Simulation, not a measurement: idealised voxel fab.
Title: Process Module voxel spacer lines
cross-section cut | 190 nm wide | cells 5 nm
How to read a cross-section here: the picture is a grid of square cells, written as bands going from the top down, and any band can span one or more rows of cells. This entry defines a band. It first specifies the height of the band's top and the height of its bottom in nm, and then specifies the band's materials from left to right, stating each material with its width in nm. The word "full width" identifies a single material that fills the band from edge to edge, while the word "blank" identifies empty space. Convention: height 0 is the level below which the wafer, as received, is all one material. The lowest band does not terminate at the bottom but continues downward, represented as "0 and below". You'd read "30..40" like this: the band's top row of cells is as wide as the first number, its bottom row is as wide as the second, and going down, every row changes width by the same amount as the row before did. The designation "no change occurred", where it is given for a processing step, indicates that no cell of the cross-section was altered in the course of that step. You'll see "Enclosed void inventory" listing empty spaces that have no way open to the top, as long as they're 8 cells or more; the notation is width x height at distance, where the distance is from the left edge, and all of it is in nm. Step line, after settings: the simulator's comment on this step. "overlay nm", when on a step's line for a step with a mask, measures how far to the right of its planned place the mask lay; a negative measure means to the left.
### Process steps (planned)
step 1: RECEIVE [material Si]
step 2: CONFORMAL_DEP [material Al2O3] [thk nm 10]
step 3: DIRECTIONAL_DEP [material polySi] [thk nm 10]
step 4: DIRECTIONAL_DEP [material aC] [thk nm 20]
step 5: PATTERN [tone cover] [mask id MANDREL] [material resist] [width nm 20] [pitch nm 70] [thk nm 25] [overlay nm 0]
step 6: DIRECTIONAL_ETCH [etch materials aC] [depth nm 20]
step 7: STRIP [etch materials resist]
step 8: CONFORMAL_DEP [material SiO2] [thk nm 15]
step 9: DIRECTIONAL_ETCH [etch materials SiO2] [depth nm 15]
step 10: STRIP [etch materials aC]
step 11: DIRECTIONAL_ETCH [etch materials polySi] [depth nm 10]
step 12: STRIP [etch materials SiO2]
step 13: FILL_DEP [material lowk] [thk nm 10]
step 14: CMP [height nm 20]
### Here's what the wafer looked like in cross-section when it arrived - that's after step 1
* 0 and below | Si full width
* Enclosed void inventory: none
### Cross-section: first of two wafers, module finished, run according to plan
* 20 down to 10 | polySi 15 nm; lowk 20 nm; polySi 15 nm; lowk 20 nm; polySi 15 nm; lowk 20 nm; polySi 15 nm; lowk 20 nm; polySi 15 nm; lowk 20 nm; polySi 15 nm
* 10 down to 0 | Al2O3 full width
* 0 and below | Si full width
* Enclosed void inventory: none
### Cross-section at end of module for the second wafer of two, which matched the first in starting point and plan and differed by one mistake in its processing
* 20 down to 10 | lowk full width
* 10 down to 0 | polySi 15 nm; lowk 20 nm; polySi 15 nm; lowk 20 nm; polySi 15 nm; lowk 20 nm; polySi 15 nm; lowk 20 nm; polySi 15 nm; lowk 20 nm; polySi 15 nm
* 0 and below | Si full width
* Enclosed void inventory: none
Error vs. plan: no execution of plan step 2; skipped
Count the cells at the end and the second wafer has more or fewer of some materials than the first: Al2O3: 76 fewer; lowk: 76 more
